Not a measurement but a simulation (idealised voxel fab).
The name of this process module is voxel released beams.
This is section cut - it's 160 nm across, gridded in 5 nm square cells.
When this document writes out a cross-section, it uses a grid of square cells and lists it as bands, beginning at the top and moving down, with a band standing for one or more rows of cells.
The band entry comprises the height of the band's top followed by the height of its bottom, expressed in nm, and subsequently the band's materials from left to right, each stated together with its width in nm. Where a single material is marked with the word "full width", that material fills the band from edge to edge. The word "blank" represents empty space.
Height 0 is the level under which the wafer as received is all one material. The lowest band goes on downwards, as in "z 0 and below".
You'd read "30 to 40" like this: the band's top row of cells is as wide as the first number, its bottom row is as wide as the second, and going down, every row changes width by the same amount as the row before did.
Any step labelled "same as before" changed none of the cells in the cross-section.
Look at "Cavities, closed" for the closed voids: empty spaces with no open path to the top, sized 8 cells or up. Each is width x height at distance, distance from the left edge, all nm.
Where a step's line continues beyond its settings, the continuation is a remark by the simulator itself on that step.
overlay nm: step with mask; distance mask lay right of planned place; negative value = left of planned place.

-- Process steps (planned)
1: RECEIVE with material Si
2: CONFORMAL_DEP with material SiN, thk nm 5
3: DIRECTIONAL_DEP with material SiO2, thk nm 15
4: DIRECTIONAL_DEP with material aC, thk nm 15
5: PATTERN with tone open, mask id ANCHOR, material resist, width nm 35, thk nm 35, overlay nm -10
6: DIRECTIONAL_ETCH with etch materials aC, depth nm 15
7: STRIP with etch materials resist
8: DIRECTIONAL_ETCH with etch materials SiO2, depth nm 15
9: STRIP with etch materials aC
10: CONFORMAL_DEP with material W, thk nm 15
11: PATTERN with tone cover, mask id BEAM, material resist, width nm 110, thk nm 15, overlay nm 0
12: DIRECTIONAL_ETCH with etch materials W, depth nm 15
13: STRIP with etch materials resist
14: STRIP with etch materials SiO2
The wafers are alike at the start. At step 5, their overlay nm differs. The plan lists the first wafer's value.

-- As-received cross-section, first of several wafers, post step 1
- z 0 and below = Si full width
- Cavities, closed: none

-- Rows = wafers. At module end, each row lists per material the cells gained (+) or lost (-) since the wafer was received, then the closed voids
overlay nm -10, +32 SiN, +84 W, Cavities, closed: none
overlay nm -5, +32 SiN, +84 W, Cavities, closed: none
overlay nm 0, +32 SiN, +84 W, Cavities, closed: none
overlay nm 5, +32 SiN, +84 W, Cavities, closed: none
overlay nm 10, +32 SiN, +84 W, Cavities, closed: none
overlay nm 15, +32 SiN, +84 W, Cavities, closed: none
